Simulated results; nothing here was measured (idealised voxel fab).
The following process module bears the name voxel ribs on slabs.
It is cross-section cut that appears here, measuring 290 nm in width, its square cells being 5 nm in size.
When this document writes out a cross-section, it uses a grid of square cells and lists it as bands, beginning at the top and moving down, with a band standing for one or more rows of cells.
First you get the band's top height and its bottom height, in nm, and then the materials it's made of, left to right, with each width in nm. If you see a single material with "edge to edge", that one covers the band edge to edge. "empty" is empty space.
Counting heights begins at 0, where everything beneath is, in the wafer as received, one material. The lowest band has no bottom; it goes on downwards, as "0 nm and below" shows.
The notation "30->40" denotes a width that varies across the rows of cells in the band, beginning at the first number in the top row, finishing at the second number in the bottom row, and changing by an identical amount from each row to the next.
"no modifications" for a step: no cell of the cross-section changed in that step.
Listed in "Fully enclosed voids": every empty space of 8 or more cells without an open way to the top. Form: width x height at distance, the distance being from the left edge, all in nm.
Read whatever lies past the settings on a step's line as the simulator's own remark about the step.
Each step line may optionally specify "overlay nm", which for a step with a mask gives the rightward distance between the mask's planned place and where it lay, a negative value indicating the leftward direction.
# Process steps foreseen in the plan
1,op RECEIVE | material Si
2,op DIRECTIONAL_DEP | material SiO2 | thk nm 25
3,op DIRECTIONAL_DEP | material SiN | thk nm 15
4,op DIRECTIONAL_DEP | material aC | thk nm 15
5,op PATTERN | tone cover | mask id RIB | material resist | width nm 25 | thk nm 30 | overlay nm 0
6,op DIRECTIONAL_ETCH | etch materials aC | depth nm 15
7,op STRIP | etch materials resist
8,op DIRECTIONAL_ETCH | etch materials SiN | depth nm 10
9,op STRIP | etch materials aC
10,op DIRECTIONAL_DEP | material aC | thk nm 10
11,op PATTERN | tone cover | mask id SLAB | material resist | width nm 85 | thk nm 25 | overlay nm -15
12,op DIRECTIONAL_ETCH | etch materials aC | depth nm 10
13,op STRIP | etch materials resist
14,op DIRECTIONAL_ETCH | etch materials SiN | depth nm 5
15,op STRIP | etch materials aC
16,op FILL_DEP | material SiO2 | thk nm 15
17,op CMP | height nm 50
18,op DIRECTIONAL_DEP | material TiN | thk nm 10
19,op DIRECTIONAL_DEP | material aC | thk nm 15
20,op PATTERN | tone cover | mask id HEATER | material resist | width nm 35 | thk nm 30 | overlay nm 0
21,op DIRECTIONAL_ETCH | etch materials aC | depth nm 15
22,op STRIP | etch materials resist
23,op DIRECTIONAL_ETCH | etch materials TiN | depth nm 10
24,op STRIP | etch materials aC
25,op CONFORMAL_DEP | material SiN | thk nm 10
For clarity, it should be stated that the wafers under discussion commence in an identical condition and differ with respect to the overlay nm of step 11, the plan indicating the value that the first wafer had.
# Cross-section: the first of several wafers in its as-received state, i.e. following step 1
* 0 nm and below = Si edge to edge
* Fully enclosed voids: none
# each wafer at the end: cells of each material gained (+) or lost (-) since it was received, then its closed voids
overlay nm -15, +151 SiN, +553 SiO2, +14 TiN, Fully enclosed voids: none
overlay nm -10, +151 SiN, +553 SiO2, +14 TiN, Fully enclosed voids: none
overlay nm -5, +151 SiN, +553 SiO2, +14 TiN, Fully enclosed voids: none
overlay nm 0, +151 SiN, +553 SiO2, +14 TiN, Fully enclosed voids: none
overlay nm 5, +151 SiN, +553 SiO2, +14 TiN, Fully enclosed voids: none
overlay nm 10, +151 SiN, +553 SiO2, +14 TiN, Fully enclosed voids: none
overlay nm 15, +151 SiN, +553 SiO2, +14 TiN, Fully enclosed voids: none
